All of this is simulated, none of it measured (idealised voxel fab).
process module | voxel wiring stack
cross-section cut | 230 nm wide | cells 5 nm
A cross-section is a grid of square cells, given in bands from the top down. A band is one or more rows of cells.
Each band's line starts with the height of the band's top and of its bottom, in nm. Then come its materials from left to right, each with its width in nm. One material with "throughout" fills the band from edge to edge. "air" is empty space.
Height 0 is the level under which the wafer as received is all one material. The lowest band goes on downwards, as in "0 down".
A width such as "30 to 40" changes by the same amount from each row of cells to the next, from the band's top row to its bottom row.
"no change" after a step means that no cell of the cross-section changed.
closed voids: empty space of 8 cells or more with no open way to the top, each as width x height at its distance from the left edge, in nm
after a step's settings: what the simulator itself notes on the step
overlay nm, on a step with a mask: how far to the right of its planned place the mask lay; to the left if negative
plan
1 op RECEIVE | material Si
2 op CONFORMAL_DEP | material SiO2 | thk nm 10
3 op CONFORMAL_DEP | material SiCN | thk nm 5
4 op DIRECTIONAL_DEP | material lowk | thk nm 25
5 op DIRECTIONAL_DEP | material aC | thk nm 10
6 op PATTERN | tone open | mask id METAL_1 | material resist | width nm 30 | pitch nm 45 | thk nm 25 | overlay nm 0
7 op DIRECTIONAL_ETCH | etch materials aC | depth nm 10
8 op STRIP | etch materials resist
9 op DIRECTIONAL_ETCH | etch materials lowk | depth nm 25
10 op DIRECTIONAL_ETCH | etch materials SiCN | depth nm 5
11 op STRIP | etch materials aC
12 op CONFORMAL_DEP | material TiN | thk nm 5
13 op FILL_DEP | material Cu | thk nm 5
14 op CMP | height nm 40
15 op CONFORMAL_DEP | material SiCN | thk nm 5
16 op DIRECTIONAL_DEP | material SiO2 | thk nm 30
17 op MASKED_ETCH | tone open | mask id METAL_2 | width nm 30 | pitch nm 45 | etch materials SiO2 | depth nm 20 | overlay nm 0
18 op DIRECTIONAL_DEP | material aC | thk nm 15
19 op PATTERN | tone open | mask id METAL_2_HOLES | material resist | width nm 15 | pitch nm 45 | thk nm 30 | overlay nm 0
20 op DIRECTIONAL_ETCH | etch materials aC | depth nm 15
21 op STRIP | etch materials resist
22 op DIRECTIONAL_ETCH | etch materials SiO2 | depth nm 10
23 op DIRECTIONAL_ETCH | etch materials SiCN | depth nm 5
24 op STRIP | etch materials aC
25 op CONFORMAL_DEP | material TiN | thk nm 5
26 op FILL_DEP | material Cu | thk nm 10
27 op CMP | height nm 75
28 op CONFORMAL_DEP | material SiCN | thk nm 5
29 op DIRECTIONAL_DEP | material lowk | thk nm 30
30 op MASKED_ETCH | tone open | mask id METAL_3 | width nm 30 | pitch nm 45 | etch materials lowk | depth nm 20 | overlay nm 0
31 op DIRECTIONAL_DEP | material aC | thk nm 15
32 op PATTERN | tone open | mask id METAL_3_HOLES | material resist | width nm 15 | pitch nm 45 | thk nm 30 | overlay nm 0
33 op DIRECTIONAL_ETCH | etch materials aC | depth nm 15
34 op STRIP | etch materials resist
35 op DIRECTIONAL_ETCH | etch materials lowk | depth nm 10
36 op DIRECTIONAL_ETCH | etch materials SiCN | depth nm 5
37 op STRIP | etch materials aC
38 op CONFORMAL_DEP | material TiN | thk nm 5
39 op FILL_DEP | material Ru | thk nm 5
40 op CMP | height nm 110
41 op CONFORMAL_DEP | material SiCN | thk nm 5
as received, after step 1
  0 down: Si throughout
  closed voids: none
a wafer at the end: this start, this plan, one mistake
  115 to 110: SiCN throughout
  110 to 95: lowk 30 | TiN 5 | Ru 20 | TiN 5 | lowk 15 | TiN 5 | Ru 20 | TiN 5 | lowk 15 | TiN 5 | Ru 20 | TiN 5 | lowk 15 | TiN 5 | Ru 20 | TiN 5 | lowk 35
  95 to 90: lowk 30 | TiN 5 | Ru 5 | TiN 20 | lowk 15 | TiN 5 | Ru 5 | TiN 20 | lowk 15 | TiN 5 | Ru 5 | TiN 20 | lowk 15 | TiN 5 | Ru 5 | TiN 20 | lowk 35
  90 to 80: lowk 30 | TiN 5 | Ru 5 | TiN 5 | lowk 30 | TiN 5 | Ru 5 | TiN 5 | lowk 30 | TiN 5 | Ru 5 | TiN 5 | lowk 30 | TiN 5 | Ru 5 | TiN 5 | lowk 50
  80 to 75: SiCN 30 | TiN 15 | SiCN 30 | TiN 15 | SiCN 30 | TiN 15 | SiCN 30 | TiN 15 | SiCN 50
  75 to 60: SiO2 30 | TiN 5 | Cu 20 | TiN 5 | SiO2 15 | TiN 5 | Cu 20 | TiN 5 | SiO2 15 | TiN 5 | Cu 20 | TiN 5 | SiO2 15 | TiN 5 | Cu 20 | TiN 5 | SiO2 35
  60 to 55: SiO2 30 | TiN 5 | Cu 5 | TiN 20 | SiO2 15 | TiN 5 | Cu 5 | TiN 20 | SiO2 15 | TiN 5 | Cu 5 | TiN 20 | SiO2 15 | TiN 5 | Cu 5 | TiN 20 | SiO2 35
  55 to 45: SiO2 30 | TiN 5 | Cu 5 | TiN 5 | SiO2 30 | TiN 5 | Cu 5 | TiN 5 | SiO2 30 | TiN 5 | Cu 5 | TiN 5 | SiO2 30 | TiN 5 | Cu 5 | TiN 5 | SiO2 50
  45 to 40: SiCN 30 | TiN 15 | SiCN 30 | TiN 15 | SiCN 30 | TiN 15 | SiCN 30 | TiN 15 | SiCN 50
  40 to 15: Cu 25 | TiN 5 | lowk 30 | TiN 5 | Cu 5 | TiN 5 | lowk 30 | TiN 5 | Cu 5 | TiN 5 | lowk 30 | TiN 5 | Cu 5 | TiN 5 | lowk 30 | TiN 5 | Cu 30
  15 to 10: TiN 30 | SiCN 30 | TiN 15 | SiCN 30 | TiN 15 | SiCN 30 | TiN 15 | SiCN 30 | TiN 35
  10 to 0: SiO2 throughout
  0 down: Si throughout
  closed voids: none
what went wrong: step 6 ran as: op PATTERN | tone cover | mask id METAL_1 | material resist | width nm 30 | pitch nm 45 | thk nm 25 | overlay nm 0
